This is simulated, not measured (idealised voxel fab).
This is a process module. Its name is voxel capacitor over wiring.
Xsec cut, 295 nm wide, square cell size 5 nm.
We lay out every cross-section as a grid of square cells and spell it out in bands from the top down, where one band means one or more rows of cells.
The entry gives the band's vertical extent as a top height and a bottom height in nm, then its horizontal make-up as materials from left to right, each with a width in nm. "blank" stands for empty space; a single material marked "edge to edge" fills the band edge to edge.
Height reference: 0 = level under which incoming wafer is all one material. Lowest band: no bottom, runs on downward, e.g. "0 and below".
Think of "30->40" as a width that walks from the first number to the second as you go down the band, top row to bottom row, taking equal-sized steps from row to row.
What does "nothing was modified" mean for a step? It means no cell of the cross-section changed in that step.
Entry "Entrapped void list" = empty spaces >= 8 cells with no open way to the top; each as width x height at distance, distance from left edge, all nm.
The remark found on a step's line after its settings is issued by the simulator itself and pertains to that step.
A step's line can hold "overlay nm"; with a mask on that step, the setting says how far right of the planned place the mask lay, while a negative setting says it lay to the left.

Planned step list for the process
1,RECEIVE: material Si
2,CONFORMAL_DEP: material SiO2, thk nm 15
3,DIRECTIONAL_DEP: material TiN, thk nm 5
4,DIRECTIONAL_DEP: material W, thk nm 25
5,MASKED_ETCH: tone cover, mask id METAL_1, width nm 25, pitch nm 90, etch materials W, depth nm 25, overlay nm 0
6,MASKED_ETCH: tone cover, mask id METAL_1, width nm 25, pitch nm 90, etch materials TiN, depth nm 5, overlay nm 0
7,FILL_DEP: material SiO2, thk nm 5
8,CMP: height nm 45
9,CONFORMAL_DEP: material SiCN, thk nm 5
10,DIRECTIONAL_DEP: material SiO2, thk nm 10
11,PATTERN: tone open, mask id PLUG_1, material resist, width nm 15, thk nm 15, overlay nm 0
12,DIRECTIONAL_ETCH: etch materials SiO2, depth nm 10
13,DIRECTIONAL_ETCH: etch materials SiCN, depth nm 5
14,STRIP: etch materials resist
15,EPI: material Ru, thk nm 10
16,EPI: material Ru, thk nm 5
17,DIRECTIONAL_DEP: material TiN, thk nm 5
18,DIRECTIONAL_DEP: material Al2O3, thk nm 5
19,DIRECTIONAL_DEP: material TiN, thk nm 10
20,PATTERN: tone cover, mask id UPPER_PLATE, material resist, width nm 70, thk nm 15, overlay nm 0
21,DIRECTIONAL_ETCH: etch materials TiN, depth nm 10
22,DIRECTIONAL_ETCH: etch materials Al2O3, depth nm 5
23,STRIP: etch materials resist
24,MASKED_ETCH: tone cover, mask id LOWER_PLATE, width nm 80, etch materials TiN, depth nm 5, overlay nm 0
25,FILL_DEP: material SiO2, thk nm 20
26,CMP: height nm 95
27,PATTERN: tone open, mask id PLUG_2, material resist, width nm 15, thk nm 15, overlay nm 0
28,DIRECTIONAL_ETCH: etch materials SiO2, depth nm 15
29,STRIP: etch materials resist
30,CONFORMAL_DEP: material TiN, thk nm 5
31,FILL_DEP: material Cu, thk nm 10
32,CMP: height nm 95
33,CONFORMAL_DEP: material SiCN, thk nm 5
Keep in mind the plan's value for the thk nm of step 3 comes from the first wafer; the wafers don't share that setting, but they do share the same starting point.

First of several wafers, received after step 1, in cross-section
* 0 and below | Si edge to edge
* Entrapped void list: none

Here's the first of several wafers in cross-section, end of the module, after the last step, step 33
* 100 down to 95 | SiCN edge to edge
* 95 down to 85 | 110 SiO2, then 5 TiN, then 5 Cu, then 5 TiN, then 170 SiO2
* 85 down to 80 | 110 SiO2, then 15 TiN, then 170 SiO2
* 80 down to 70 | 100 SiO2, then 70 TiN, then 125 SiO2
* 70 down to 65 | 100 SiO2, then 70 Al2O3, then 125 SiO2
* 65 down to 60 | 95 SiO2, then 80 TiN, then 120 SiO2
* 60 down to 50 | 100 SiO2, then 15 Ru, then 180 SiO2
* 50 down to 45 | 100 SiCN, then 15 Ru, then 180 SiCN
* 45 down to 20 | 90 SiO2, then 25 W, then 65 SiO2, then 25 W, then 90 SiO2
* 20 down to 15 | 90 SiO2, then 25 TiN, then 65 SiO2, then 25 TiN, then 90 SiO2
* 15 down to 0 | SiO2 edge to edge
* 0 and below | Si edge to edge
* Entrapped void list: none

A cross-section through the last wafer at the close of the module
* 100 down to 95 | SiCN edge to edge
* 95 down to 85 | 110 SiO2, then 5 TiN, then 5 Cu, then 5 TiN, then 170 SiO2
* 85 down to 80 | 110 SiO2, then 15 TiN, then 170 SiO2
* 80 down to 70 | 100 SiO2, then 70 TiN, then 125 SiO2
* 70 down to 65 | 100 SiO2, then 70 Al2O3, then 125 SiO2
* 65 down to 60 | 95 SiO2, then 80 TiN, then 120 SiO2
* 60 down to 50 | 100 SiO2, then 15 Ru, then 180 SiO2
* 50 down to 45 | 100 SiCN, then 15 Ru, then 180 SiCN
* 45 down to 35 | 90 SiO2, then 25 W, then 65 SiO2, then 25 W, then 90 SiO2
* 35 down to 30 | 90 SiO2, then 25 TiN, then 65 SiO2, then 25 TiN, then 90 SiO2
* 30 down to 15 | TiN edge to edge
* 15 down to 0 | SiO2 edge to edge
* 0 and below | Si edge to edge
* Entrapped void list: none

Each row below is a wafer at the end of the module, listing for every material the number of cells it has gained (+) or lost (-) since it was received, followed by its closed voids
thk nm 5; +14 Al2O3; +2 Cu; +9 Ru; +115 SiCN; +929 SiO2; +61 TiN; +50 W; Entrapped void list: none
thk nm 10; +14 Al2O3; +2 Cu; +9 Ru; +115 SiCN; +880 SiO2; +120 TiN; +40 W; Entrapped void list: none
thk nm 15; +14 Al2O3; +2 Cu; +9 Ru; +115 SiCN; +831 SiO2; +179 TiN; +30 W; Entrapped void list: none
thk nm 20; +14 Al2O3; +2 Cu; +9 Ru; +115 SiCN; +782 SiO2; +238 TiN; +20 W; Entrapped void list: none
